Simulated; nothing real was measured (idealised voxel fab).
Proc. module: voxel wiring stack
The cross-section shown here is cut; it is 215 nm wide and divided into square cells measuring 5 nm on a side.
Reading order for cross-sections: top band down to bottom band. Underlying form: a grid of square cells. Band size: one or more rows of cells. This entry defines a band. It first specifies the height of the band's top and the height of its bottom in nm, and then specifies the band's materials from left to right, stating each material with its width in nm. The word "throughout" identifies a single material that fills the band from edge to edge, while the word "air" identifies empty space. It should be noted that heights are counted from 0, beneath which the wafer as supplied is of one material throughout, and that the lowest band possesses no lower boundary but continues downward, as written in "z 0 and below". The expression "30..40" gives the width at the extremes of the band, the first number at its top row of cells and the second at its bottom row, with the width changing by equal amounts from each row to the next in between. No cell of the cross-section changed in a step that is given as "no change occurred". "Fully closed voids" lists enclosed empty spaces (at least 8 cells, no open path upward to the top), each as width x height at distance from the left edge, in nm. It should be noted that, on the line of a given step, the content following the step's settings is a remark produced by the simulator itself with respect to that step. If you see "overlay nm" on a step's line and that step has a mask, it's telling you how far right of where it was planned the mask ended up; a negative number means it went left instead.

## So here's the lineup of process steps we planned
1) RECEIVE (material Si)
2) CONFORMAL_DEP (material SiO2; thk nm 15)
3) DIRECTIONAL_DEP (material TiN; thk nm 5)
4) DIRECTIONAL_DEP (material Ru; thk nm 25)
5) PATTERN (tone cover; mask id METAL_1; material resist; width nm 25; pitch nm 45; thk nm 20; overlay nm 0)
6) DIRECTIONAL_ETCH (etch materials Ru; depth nm 25)
7) DIRECTIONAL_ETCH (etch materials TiN; depth nm 5)
8) STRIP (etch materials resist)
9) FILL_DEP (material lowk; thk nm 5)
10) CMP (height nm 45)
11) CONFORMAL_DEP (material SiCN; thk nm 5)
12) DIRECTIONAL_DEP (material lowk; thk nm 20)
13) PATTERN (tone open; mask id PLUG_1; material resist; width nm 15; pitch nm 45; thk nm 20; overlay nm 0)
14) DIRECTIONAL_ETCH (etch materials lowk; depth nm 20)
15) DIRECTIONAL_ETCH (etch materials SiCN; depth nm 5)
16) STRIP (etch materials resist)
17) EPI (material Ru; thk nm 10)
18) EPI (material Ru; thk nm 10)
19) EPI (material Ru; thk nm 5)
20) DIRECTIONAL_DEP (material TiN; thk nm 5)
21) DIRECTIONAL_DEP (material W; thk nm 15)
22) PATTERN (tone cover; mask id METAL_2; material resist; width nm 25; pitch nm 45; thk nm 15; overlay nm 0)
23) DIRECTIONAL_ETCH (etch materials W; depth nm 15)
24) DIRECTIONAL_ETCH (etch materials TiN; depth nm 5)
25) STRIP (etch materials resist)
26) CONFORMAL_DEP (material SiN; thk nm 5)
27) FILL_DEP (material SiO2; thk nm 5)
28) CMP (height nm 90)
29) CONFORMAL_DEP (material SiN; thk nm 5)

## Of two wafers, the first: run according to plan

## Cross-section of the wafer upon arrival, representing the state reached after step 1
- z 0 and below = Si throughout
- Fully closed voids: none

## State of the wafer after step 2, shown in cross-section
- z 15 to 0 = SiO2 throughout
- Below 0, the layers are the same as they were.

## State of the wafer after step 3, shown in cross-section
- z 20 to 15 = TiN throughout
- Below 15, the layers are the same as they were.

## State of the wafer after step 4, shown in cross-section
- z 45 to 20 = Ru throughout
- Below 20, the layers are the same as they were.

## State of the wafer after step 5, shown in cross-section
- z 65 to 45 = air 50 nm, then resist 25 nm, then air 20 nm, then resist 25 nm, then air 20 nm, then resist 25 nm, then air 50 nm
- Below 45, the layers are the same as they were.

## State of the wafer after step 6, shown in cross-section
- z 65 to 45 = air 50 nm, then resist 25 nm, then air 20 nm, then resist 25 nm, then air 20 nm, then resist 25 nm, then air 50 nm
- z 45 to 20 = air 50 nm, then Ru 25 nm, then air 20 nm, then Ru 25 nm, then air 20 nm, then Ru 25 nm, then air 50 nm
- Below 20, the layers are the same as they were.

## State of the wafer after step 7, shown in cross-section
- z 65 to 45 = air 50 nm, then resist 25 nm, then air 20 nm, then resist 25 nm, then air 20 nm, then resist 25 nm, then air 50 nm
- z 45 to 20 = air 50 nm, then Ru 25 nm, then air 20 nm, then Ru 25 nm, then air 20 nm, then Ru 25 nm, then air 50 nm
- z 20 to 15 = air 50 nm, then TiN 25 nm, then air 20 nm, then TiN 25 nm, then air 20 nm, then TiN 25 nm, then air 50 nm
- Below 15, the layers are the same as they were.

## State of the wafer after step 8, shown in cross-section
- z 45 to 20 = air 50 nm, then Ru 25 nm, then air 20 nm, then Ru 25 nm, then air 20 nm, then Ru 25 nm, then air 50 nm
- Below 20, the layers are the same as they were.

## State of the wafer after step 9, shown in cross-section
- z 50 to 45 = lowk throughout
- z 45 to 20 = lowk 50 nm, then Ru 25 nm, then lowk 20 nm, then Ru 25 nm, then lowk 20 nm, then Ru 25 nm, then lowk 50 nm
- z 20 to 15 = lowk 50 nm, then TiN 25 nm, then lowk 20 nm, then TiN 25 nm, then lowk 20 nm, then TiN 25 nm, then lowk 50 nm
- Below 15, the layers are the same as they were.

## State of the wafer after step 10, shown in cross-section
- z 45 to 20 = lowk 50 nm, then Ru 25 nm, then lowk 20 nm, then Ru 25 nm, then lowk 20 nm, then Ru 25 nm, then lowk 50 nm
- Below 20, the layers are the same as they were.

## State of the wafer after step 11, shown in cross-section
- z 50 to 45 = SiCN throughout
- Below 45, the layers are the same as they were.

## State of the wafer after step 12, shown in cross-section
- z 70 to 50 = lowk throughout
- Below 50, the layers are the same as they were.

## State of the wafer after step 13, shown in cross-section
- z 90 to 70 = resist 50 nm, then air 15 nm, then resist 30 nm, then air 15 nm, then resist 30 nm, then air 15 nm, then resist 60 nm
- Below 70, the layers are the same as they were.

## State of the wafer after step 14, shown in cross-section
- z 90 to 70 = resist 50 nm, then air 15 nm, then resist 30 nm, then air 15 nm, then resist 30 nm, then air 15 nm, then resist 60 nm
- z 70 to 50 = lowk 50 nm, then air 15 nm, then lowk 30 nm, then air 15 nm, then lowk 30 nm, then air 15 nm, then lowk 60 nm
- Below 50, the layers are the same as they were.

## State of the wafer after step 15, shown in cross-section
- z 90 to 70 = resist 50 nm, then air 15 nm, then resist 30 nm, then air 15 nm, then resist 30 nm, then air 15 nm, then resist 60 nm
- z 70 to 50 = lowk 50 nm, then air 15 nm, then lowk 30 nm, then air 15 nm, then lowk 30 nm, then air 15 nm, then lowk 60 nm
- z 50 to 45 = SiCN 50 nm, then air 15 nm, then SiCN 30 nm, then air 15 nm, then SiCN 30 nm, then air 15 nm, then SiCN 60 nm
- Below 45, the layers are the same as they were.

## State of the wafer after step 16, shown in cross-section
- z 70 to 50 = lowk 50 nm, then air 15 nm, then lowk 30 nm, then air 15 nm, then lowk 30 nm, then air 15 nm, then lowk 60 nm
- Below 50, the layers are the same as they were.

## State of the wafer after step 17, shown in cross-section
- z 70 to 55 = lowk 50 nm, then air 15 nm, then lowk 30 nm, then air 15 nm, then lowk 30 nm, then air 15 nm, then lowk 60 nm
- z 55 to 50 = lowk 50 nm, then Ru 15 nm, then lowk 30 nm, then Ru 15 nm, then lowk 30 nm, then Ru 15 nm, then lowk 60 nm
- z 50 to 45 = SiCN 50 nm, then Ru 15 nm, then SiCN 30 nm, then Ru 15 nm, then SiCN 30 nm, then Ru 15 nm, then SiCN 60 nm
- Below 45, the layers are the same as they were.

## State of the wafer after step 18, shown in cross-section
- z 70 to 65 = lowk 50 nm, then air 15 nm, then lowk 30 nm, then air 15 nm, then lowk 30 nm, then air 15 nm, then lowk 60 nm
- z 65 to 50 = lowk 50 nm, then Ru 15 nm, then lowk 30 nm, then Ru 15 nm, then lowk 30 nm, then Ru 15 nm, then lowk 60 nm
- Below 50, the layers are the same as they were.

## State of the wafer after step 19, shown in cross-section
- z 70 to 50 = lowk 50 nm, then Ru 15 nm, then lowk 30 nm, then Ru 15 nm, then lowk 30 nm, then Ru 15 nm, then lowk 60 nm
- Below 50, the layers are the same as they were.

## State of the wafer after step 20, shown in cross-section
- z 75 to 70 = TiN throughout
- Below 70, the layers are the same as they were.

## State of the wafer after step 21, shown in cross-section
- z 90 to 75 = W throughout
- Below 75, the layers are the same as they were.

## State of the wafer after step 22, shown in cross-section
- z 105 to 90 = air 50 nm, then resist 25 nm, then air 20 nm, then resist 25 nm, then air 20 nm, then resist 25 nm, then air 50 nm
- Below 90, the layers are the same as they were.

## State of the wafer after step 23, shown in cross-section
- z 105 to 90 = air 50 nm, then resist 25 nm, then air 20 nm, then resist 25 nm, then air 20 nm, then resist 25 nm, then air 50 nm
- z 90 to 75 = air 50 nm, then W 25 nm, then air 20 nm, then W 25 nm, then air 20 nm, then W 25 nm, then air 50 nm
- Below 75, the layers are the same as they were.

## State of the wafer after step 24, shown in cross-section
- z 105 to 90 = air 50 nm, then resist 25 nm, then air 20 nm, then resist 25 nm, then air 20 nm, then resist 25 nm, then air 50 nm
- z 90 to 75 = air 50 nm, then W 25 nm, then air 20 nm, then W 25 nm, then air 20 nm, then W 25 nm, then air 50 nm
- z 75 to 70 = air 50 nm, then TiN 25 nm, then air 20 nm, then TiN 25 nm, then air 20 nm, then TiN 25 nm, then air 50 nm
- Below 70, the layers are the same as they were.

## State of the wafer after step 25, shown in cross-section
- z 90 to 75 = air 50 nm, then W 25 nm, then air 20 nm, then W 25 nm, then air 20 nm, then W 25 nm, then air 50 nm
- Below 75, the layers are the same as they were.

## State of the wafer after step 26, shown in cross-section
- z 95 to 90 = air 45 nm, then SiN 35 nm, then air 10 nm, then SiN 35 nm, then air 10 nm, then SiN 35 nm, then air 45 nm
- z 90 to 75 = air 45 nm, then SiN 5 nm, then W 25 nm, then SiN 5 nm, then air 10 nm, then SiN 5 nm, then W 25 nm, then SiN 5 nm, then air 10 nm, then SiN 5 nm, then W 25 nm, then SiN 5 nm, then air 45 nm
- z 75 to 70 = SiN 50 nm, then TiN 25 nm, then SiN 20 nm, then TiN 25 nm, then SiN 20 nm, then TiN 25 nm, then SiN 50 nm
- Below 70, the layers are the same as they were.

## State of the wafer after step 27, shown in cross-section
- z 100 to 95 = SiO2 throughout
- z 95 to 90 = SiO2 45 nm, then SiN 35 nm, then SiO2 10 nm, then SiN 35 nm, then SiO2 10 nm, then SiN 35 nm, then SiO2 45 nm
- z 90 to 75 = SiO2 45 nm, then SiN 5 nm, then W 25 nm, then SiN 5 nm, then SiO2 10 nm, then SiN 5 nm, then W 25 nm, then SiN 5 nm, then SiO2 10 nm, then SiN 5 nm, then W 25 nm, then SiN 5 nm, then SiO2 45 nm
- Below 75, the layers are the same as they were.

## State of the wafer after step 28, shown in cross-section
- z 90 to 75 = SiO2 45 nm, then SiN 5 nm, then W 25 nm, then SiN 5 nm, then SiO2 10 nm, then SiN 5 nm, then W 25 nm, then SiN 5 nm, then SiO2 10 nm, then SiN 5 nm, then W 25 nm, then SiN 5 nm, then SiO2 45 nm
- Below 75, the layers are the same as they were.

## State of the wafer after step 29, shown in cross-section
- z 95 to 90 = SiN throughout
- Below 90, the layers are the same as they were.

## Here the second wafer is described. Its start and its plan were those of the first wafer. Its run contained one mistake. Up to and including step 4, it did exactly what the first wafer did

## Second wafer, cross-section, planned end of step 5
- z 65 to 45 = air 40 nm, then resist 25 nm, then air 20 nm, then resist 25 nm, then air 20 nm, then resist 25 nm, then air 60 nm
- Below 45, the layers are the same as they were.

## Second wafer, cross-section, planned end of step 6
- z 65 to 45 = air 40 nm, then resist 25 nm, then air 20 nm, then resist 25 nm, then air 20 nm, then resist 25 nm, then air 60 nm
- z 45 to 20 = air 40 nm, then Ru 25 nm, then air 20 nm, then Ru 25 nm, then air 20 nm, then Ru 25 nm, then air 60 nm
- Below 20, the layers are the same as they were.

## Second wafer, cross-section, planned end of step 7
- z 65 to 45 = air 40 nm, then resist 25 nm, then air 20 nm, then resist 25 nm, then air 20 nm, then resist 25 nm, then air 60 nm
- z 45 to 20 = air 40 nm, then Ru 25 nm, then air 20 nm, then Ru 25 nm, then air 20 nm, then Ru 25 nm, then air 60 nm
- z 20 to 15 = air 40 nm, then TiN 25 nm, then air 20 nm, then TiN 25 nm, then air 20 nm, then TiN 25 nm, then air 60 nm
- Below 15, the layers are the same as they were.

## Second wafer, cross-section, planned end of step 8
- z 45 to 20 = air 40 nm, then Ru 25 nm, then air 20 nm, then Ru 25 nm, then air 20 nm, then Ru 25 nm, then air 60 nm
- Below 20, the layers are the same as they were.

## Second wafer, cross-section, planned end of step 9
- z 50 to 45 = lowk throughout
- z 45 to 20 = lowk 40 nm, then Ru 25 nm, then lowk 20 nm, then Ru 25 nm, then lowk 20 nm, then Ru 25 nm, then lowk 60 nm
- z 20 to 15 = lowk 40 nm, then TiN 25 nm, then lowk 20 nm, then TiN 25 nm, then lowk 20 nm, then TiN 25 nm, then lowk 60 nm
- Below 15, the layers are the same as they were.

## Second wafer, cross-section, planned end of step 10
- z 45 to 20 = lowk 40 nm, then Ru 25 nm, then lowk 20 nm, then Ru 25 nm, then lowk 20 nm, then Ru 25 nm, then lowk 60 nm
- Below 20, the layers are the same as they were.

## Second wafer, cross-section, planned end of step 11
- z 50 to 45 = SiCN throughout
- Below 45, the layers are the same as they were.

## Second wafer, cross-section, planned end of step 12
- z 70 to 50 = lowk throughout
- Below 50, the layers are the same as they were.

## Second wafer, cross-section, planned end of step 13
- z 90 to 70 = resist 50 nm, then air 15 nm, then resist 30 nm, then air 15 nm, then resist 30 nm, then air 15 nm, then resist 60 nm
- Below 70, the layers are the same as they were.

## Second wafer, cross-section, planned end of step 14
- z 90 to 70 = resist 50 nm, then air 15 nm, then resist 30 nm, then air 15 nm, then resist 30 nm, then air 15 nm, then resist 60 nm
- z 70 to 50 = lowk 50 nm, then air 15 nm, then lowk 30 nm, then air 15 nm, then lowk 30 nm, then air 15 nm, then lowk 60 nm
- Below 50, the layers are the same as they were.

## Second wafer, cross-section, planned end of step 15
- z 90 to 70 = resist 50 nm, then air 15 nm, then resist 30 nm, then air 15 nm, then resist 30 nm, then air 15 nm, then resist 60 nm
- z 70 to 50 = lowk 50 nm, then air 15 nm, then lowk 30 nm, then air 15 nm, then lowk 30 nm, then air 15 nm, then lowk 60 nm
- z 50 to 45 = SiCN 50 nm, then air 15 nm, then SiCN 30 nm, then air 15 nm, then SiCN 30 nm, then air 15 nm, then SiCN 60 nm
- Below 45, the layers are the same as they were.

## Second wafer, cross-section, planned end of step 16
- z 70 to 50 = lowk 50 nm, then air 15 nm, then lowk 30 nm, then air 15 nm, then lowk 30 nm, then air 15 nm, then lowk 60 nm
- Below 50, the layers are the same as they were.

## Second wafer, cross-section, planned end of step 17
- z 70 to 55 = lowk 50 nm, then air 15 nm, then lowk 30 nm, then air 15 nm, then lowk 30 nm, then air 15 nm, then lowk 60 nm
- z 55 to 50 = lowk 50 nm, then Ru 15 nm, then lowk 30 nm, then Ru 15 nm, then lowk 30 nm, then Ru 15 nm, then lowk 60 nm
- z 50 to 45 = SiCN 50 nm, then Ru 15 nm, then SiCN 30 nm, then Ru 15 nm, then SiCN 30 nm, then Ru 15 nm, then SiCN 60 nm
- Below 45, the layers are the same as they were.

## Second wafer, cross-section, planned end of step 18
- z 70 to 65 = lowk 50 nm, then air 15 nm, then lowk 30 nm, then air 15 nm, then lowk 30 nm, then air 15 nm, then lowk 60 nm
- z 65 to 50 = lowk 50 nm, then Ru 15 nm, then lowk 30 nm, then Ru 15 nm, then lowk 30 nm, then Ru 15 nm, then lowk 60 nm
- Below 50, the layers are the same as they were.

## Second wafer, cross-section, planned end of step 19
- z 70 to 50 = lowk 50 nm, then Ru 15 nm, then lowk 30 nm, then Ru 15 nm, then lowk 30 nm, then Ru 15 nm, then lowk 60 nm
- Below 50, the layers are the same as they were.

## Second wafer, cross-section, planned end of step 20
- z 75 to 70 = TiN throughout
- Below 70, the layers are the same as they were.

## Second wafer, cross-section, planned end of step 21
- z 90 to 75 = W throughout
- Below 75, the layers are the same as they were.

## Second wafer, cross-section, planned end of step 22
- z 105 to 90 = air 50 nm, then resist 25 nm, then air 20 nm, then resist 25 nm, then air 20 nm, then resist 25 nm, then air 50 nm
- Below 90, the layers are the same as they were.

## Second wafer, cross-section, planned end of step 23
- z 105 to 90 = air 50 nm, then resist 25 nm, then air 20 nm, then resist 25 nm, then air 20 nm, then resist 25 nm, then air 50 nm
- z 90 to 75 = air 50 nm, then W 25 nm, then air 20 nm, then W 25 nm, then air 20 nm, then W 25 nm, then air 50 nm
- Below 75, the layers are the same as they were.

## Second wafer, cross-section, planned end of step 24
- z 105 to 90 = air 50 nm, then resist 25 nm, then air 20 nm, then resist 25 nm, then air 20 nm, then resist 25 nm, then air 50 nm
- z 90 to 75 = air 50 nm, then W 25 nm, then air 20 nm, then W 25 nm, then air 20 nm, then W 25 nm, then air 50 nm
- z 75 to 70 = air 50 nm, then TiN 25 nm, then air 20 nm, then TiN 25 nm, then air 20 nm, then TiN 25 nm, then air 50 nm
- Below 70, the layers are the same as they were.

## Second wafer, cross-section, planned end of step 25
- z 90 to 75 = air 50 nm, then W 25 nm, then air 20 nm, then W 25 nm, then air 20 nm, then W 25 nm, then air 50 nm
- Below 75, the layers are the same as they were.

## Second wafer, cross-section, planned end of step 26
- z 95 to 90 = air 45 nm, then SiN 35 nm, then air 10 nm, then SiN 35 nm, then air 10 nm, then SiN 35 nm, then air 45 nm
- z 90 to 75 = air 45 nm, then SiN 5 nm, then W 25 nm, then SiN 5 nm, then air 10 nm, then SiN 5 nm, then W 25 nm, then SiN 5 nm, then air 10 nm, then SiN 5 nm, then W 25 nm, then SiN 5 nm, then air 45 nm
- z 75 to 70 = SiN 50 nm, then TiN 25 nm, then SiN 20 nm, then TiN 25 nm, then SiN 20 nm, then TiN 25 nm, then SiN 50 nm
- Below 70, the layers are the same as they were.

## Second wafer, cross-section, planned end of step 27
- z 100 to 95 = SiO2 throughout
- z 95 to 90 = SiO2 45 nm, then SiN 35 nm, then SiO2 10 nm, then SiN 35 nm, then SiO2 10 nm, then SiN 35 nm, then SiO2 45 nm
- z 90 to 75 = SiO2 45 nm, then SiN 5 nm, then W 25 nm, then SiN 5 nm, then SiO2 10 nm, then SiN 5 nm, then W 25 nm, then SiN 5 nm, then SiO2 10 nm, then SiN 5 nm, then W 25 nm, then SiN 5 nm, then SiO2 45 nm
- Below 75, the layers are the same as they were.

## Second wafer, cross-section, planned end of step 28
- z 90 to 75 = SiO2 45 nm, then SiN 5 nm, then W 25 nm, then SiN 5 nm, then SiO2 10 nm, then SiN 5 nm, then W 25 nm, then SiN 5 nm, then SiO2 10 nm, then SiN 5 nm, then W 25 nm, then SiN 5 nm, then SiO2 45 nm
- Below 75, the layers are the same as they were.

## Second wafer, cross-section, planned end of step 29
- z 95 to 90 = SiN throughout
- Below 90, the layers are the same as they were.
In executing the process, a mistake was made relative to the plan: step 5 deviated from plan and actually ran as PATTERN (tone cover; mask id METAL_1; material resist; width nm 25; pitch nm 45; thk nm 20; overlay nm -10)
at the end the second wafer has, in cells: as many of each material as the first, in other places
